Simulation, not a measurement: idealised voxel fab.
Proc. module: voxel air gaps
The figure presents cross-section cut, which has a width of 175 nm and is divided into square cells with an edge length of 5 nm.
The cross-sections in this document take the form of a grid made of square cells. They are written out as bands, in order from top to bottom. Each band consists of one or more rows of cells.
Within each band entry, the heights of the top and of the bottom of the band appear first, in that order and in nm; the materials of the band then follow from left to right, each with its corresponding width in nm. The designation "all across" on a single material indicates that it fills the band from edge to edge; the designation "blank" indicates empty space.
Heights are measured from 0, the level below which the as-received wafer is all one material; the lowest band has no bottom and continues downward, written as in "z 0 and below".
Width spec "30->40" -> top row of cells at first value, bottom row at second value, equal per-row change in between.
Where the words "nothing was modified" appear for a step, the cross-section shows no cell changed by that step; every cell remained as before.
Entry "Enclosed cavity list". Content: empty spaces with no open connection to the top, size 8 cells or greater. Each: width x height at distance. Distance: from left edge. Unit: nm.
What comes after the settings on a step's line is commentary from the simulator itself on that step.
overlay nm: on a step with a mask, how far right of its planned place the mask lay; negative means left.
# Below is the list of planned process steps
- 1: RECEIVE [material Si]
- 2: CONFORMAL_DEP [material SiO2] [thk nm 15]
- 3: CONFORMAL_DEP [material SiN] [thk nm 5]
- 4: DIRECTIONAL_DEP [material SiO2] [thk nm 40]
- 5: MASKED_ETCH [tone open] [mask id LINES] [width nm 25] [pitch nm 50] [etch materials SiO2] [depth nm 40] [overlay nm 0]
- 6: CONFORMAL_DEP [material TiN] [thk nm 5]
- 7: FILL_DEP [material Cu] [thk nm 10]
- 8: CMP [height nm 60]
- 9: EPI [material Ru] [thk nm 10]
- 10: SELECTIVE_ETCH [etch materials SiO2] [depth nm 50]
- 11: CONFORMAL_DEP [material SiCN] [thk nm 5]
# Wafer at receipt (post step 1), cross-section
  z 0 and below | Si all across
  Enclosed cavity list: none
# Cross-section, first of two wafers, end of module, run as planned
  z 75 to 70 | 10 of blank / 155 of SiCN / 10 of blank
  z 70 to 60 | 10 of blank / 5 of SiCN / 45 of Ru / 5 of SiCN / 45 of Ru / 5 of SiCN / 45 of Ru / 5 of SiCN / 10 of blank
  z 60 to 55 | 10 of blank / 15 of SiCN / 5 of TiN / 15 of Cu / 5 of TiN / 25 of SiCN / 5 of TiN / 15 of Cu / 5 of TiN / 25 of SiCN / 5 of TiN / 15 of Cu / 5 of TiN / 15 of SiCN / 10 of blank
  z 55 to 25 | 20 of blank / 5 of SiCN / 5 of TiN / 15 of Cu / 5 of TiN / 5 of SiCN / 15 of blank / 5 of SiCN / 5 of TiN / 15 of Cu / 5 of TiN / 5 of SiCN / 15 of blank / 5 of SiCN / 5 of TiN / 15 of Cu / 5 of TiN / 5 of SiCN / 20 of blank
  z 25 to 20 | 25 of SiCN / 25 of TiN / 25 of SiCN / 25 of TiN / 25 of SiCN / 25 of TiN / 25 of SiCN
  z 20 to 15 | SiN all across
  z 15 to 0 | SiO2 all across
  z 0 and below | Si all across
  Enclosed cavity list: 15 x 30 at 55; 15 x 30 at 105
# Cross-section at end of module for the second wafer of two, which matched the first in starting point and plan and differed by one mistake in its processing
  z 75 to 70 | 155 of SiCN / 20 of blank
  z 70 to 60 | 5 of SiCN / 45 of Ru / 5 of SiCN / 45 of Ru / 5 of SiCN / 45 of Ru / 5 of SiCN / 20 of blank
  z 60 to 55 | 15 of SiCN / 5 of TiN / 15 of Cu / 5 of TiN / 25 of SiCN / 5 of TiN / 15 of Cu / 5 of TiN / 25 of SiCN / 5 of TiN / 15 of Cu / 5 of TiN / 15 of SiCN / 20 of blank
  z 55 to 25 | 10 of blank / 5 of SiCN / 5 of TiN / 15 of Cu / 5 of TiN / 5 of SiCN / 15 of blank / 5 of SiCN / 5 of TiN / 15 of Cu / 5 of TiN / 5 of SiCN / 15 of blank / 5 of SiCN / 5 of TiN / 15 of Cu / 5 of TiN / 5 of SiCN / 30 of blank
  z 25 to 20 | 15 of SiCN / 25 of TiN / 25 of SiCN / 25 of TiN / 25 of SiCN / 25 of TiN / 35 of SiCN
  z 20 to 15 | SiN all across
  z 15 to 0 | SiO2 all across
  z 0 and below | Si all across
  Enclosed cavity list: 10 x 30 at 0; 15 x 30 at 45; 15 x 30 at 95
Diagnosis: step 5 changed vs plan, executed as MASKED_ETCH [tone open] [mask id LINES] [width nm 25] [pitch nm 50] [etch materials SiO2] [depth nm 40] [overlay nm -10]
Both wafers, final: cells per material equal; arrangement not.
The closed voids present at the end amount to 2 for the first wafer and 3 for the second wafer.
